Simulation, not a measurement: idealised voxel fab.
The following process module bears the name voxel capacitor over wiring.
155 nm wide, 5 nm square cells: that's cross-section cut.
How to read a cross-section here: the picture is a grid of square cells, written as bands going from the top down, and any band can span one or more rows of cells.
Read a band's entry like this: the first values are the height of its top and the height of its bottom in nm, and what follows is the sequence of materials from left to right, each with its width in nm. Note that "air" is empty space, and that a single material marked "edge to edge" reaches across the band from edge to edge.
Counting heights begins at 0, where everything beneath is, in the wafer as received, one material. The lowest band has no bottom; it goes on downwards, as "0 and below" shows.
Width "30..40": first value at the band's top row of cells, second value at its bottom row, equal change from row to row.
The cross-section has no changed cell in any step marked "all unchanged".
"Closed void inventory": empty spaces of 8 cells or more with no open way to the top, each given as width x height at distance, distance from the left edge, all in nm.
Formally, on a step line, whatever follows the settings is a remark that the simulator itself makes on the step.
Steps that use a mask can have "overlay nm" on their line. It says how far the mask sat to the right of where it was meant to be. Negative means to the left.
# Process steps (planned)
| 1 | RECEIVE,material Si |
| 2 | CONFORMAL_DEP,material SiO2,thk nm 10 |
| 3 | CONFORMAL_DEP,material SiN,thk nm 5 |
| 4 | DIRECTIONAL_DEP,material SiO2,thk nm 25 |
| 5 | DIRECTIONAL_DEP,material aC,thk nm 10 |
| 6 | PATTERN,tone open,mask id METAL_1,material resist,width nm 25,pitch nm 80,thk nm 25,overlay nm 0 |
| 7 | DIRECTIONAL_ETCH,etch materials aC,depth nm 10 |
| 8 | STRIP,etch materials resist |
| 9 | DIRECTIONAL_ETCH,etch materials SiO2,depth nm 25 |
| 10 | DIRECTIONAL_ETCH,etch materials SiN,depth nm 5 |
| 11 | STRIP,etch materials aC |
| 12 | CONFORMAL_DEP,material TiN,thk nm 5 |
| 13 | FILL_DEP,material Cu,thk nm 5 |
| 14 | CMP,height nm 40 |
| 15 | CONFORMAL_DEP,material SiCN,thk nm 5 |
| 16 | DIRECTIONAL_DEP,material lowk,thk nm 15 |
| 17 | DIRECTIONAL_DEP,material aC,thk nm 15 |
| 18 | PATTERN,tone open,mask id PLUG_1,material resist,width nm 15,thk nm 30,overlay nm 0 |
| 19 | DIRECTIONAL_ETCH,etch materials aC,depth nm 15 |
| 20 | STRIP,etch materials resist |
| 21 | DIRECTIONAL_ETCH,etch materials lowk,depth nm 15 |
| 22 | DIRECTIONAL_ETCH,etch materials SiCN,depth nm 5 |
| 23 | STRIP,etch materials aC |
| 24 | EPI,material Ru,thk nm 10 |
| 25 | EPI,material Ru,thk nm 10 |
| 26 | DIRECTIONAL_DEP,material TiN,thk nm 5 |
| 27 | DIRECTIONAL_DEP,material Al2O3,thk nm 5 |
| 28 | DIRECTIONAL_DEP,material TiN,thk nm 5 |
| 29 | PATTERN,tone cover,mask id UPPER_PLATE,material resist,width nm 60,thk nm 15,overlay nm 0 |
| 30 | DIRECTIONAL_ETCH,etch materials TiN,depth nm 5 |
| 31 | DIRECTIONAL_ETCH,etch materials Al2O3,depth nm 5 |
| 32 | STRIP,etch materials resist |
| 33 | MASKED_ETCH,tone cover,mask id LOWER_PLATE,width nm 70,etch materials TiN,depth nm 5,overlay nm 0 |
| 34 | FILL_DEP,material SiO2,thk nm 15 |
| 35 | CMP,height nm 85 |
| 36 | PATTERN,tone open,mask id PLUG_2,material resist,width nm 15,thk nm 15,overlay nm 0 |
| 37 | DIRECTIONAL_ETCH,etch materials SiO2,depth nm 10 |
| 38 | STRIP,etch materials resist |
| 39 | CONFORMAL_DEP,material TiN,thk nm 5 |
| 40 | FILL_DEP,material W,thk nm 5 |
| 41 | CMP,height nm 85 |
| 42 | CONFORMAL_DEP,material SiN,thk nm 5 |
# Incoming wafer in cross-section (state: after step 1)
* 0 and below | Si edge to edge
* Closed void inventory: none
# End-of-module cross-section. Starting structure and process plan as above; one mistake made in running it
* 90 down to 85 | SiN edge to edge
* 85 down to 80 | SiO2 45, then TiN 5, then W 5, then TiN 5, then SiO2 95
* 80 down to 75 | SiO2 45, then TiN 15, then SiO2 95
* 75 down to 70 | SiO2 edge to edge
* 70 down to 60 | SiO2 35..30, then TiN 60..70, then SiO2 60..55
* 60 down to 45 | lowk 35, then Ru 15, then lowk 105
* 45 down to 40 | SiCN 35, then Ru 15, then SiCN 105
* 40 down to 15 | SiO2 25, then TiN 5, then Cu 15, then TiN 5, then SiO2 55, then TiN 5, then Cu 15, then TiN 5, then SiO2 25
* 15 down to 10 | SiN 25, then TiN 25, then SiN 55, then TiN 25, then SiN 25
* 10 down to 0 | SiO2 edge to edge
* 0 and below | Si edge to edge
* Closed void inventory: none
Finding, execution versus plan: step 27 of the plan was omitted and not executed
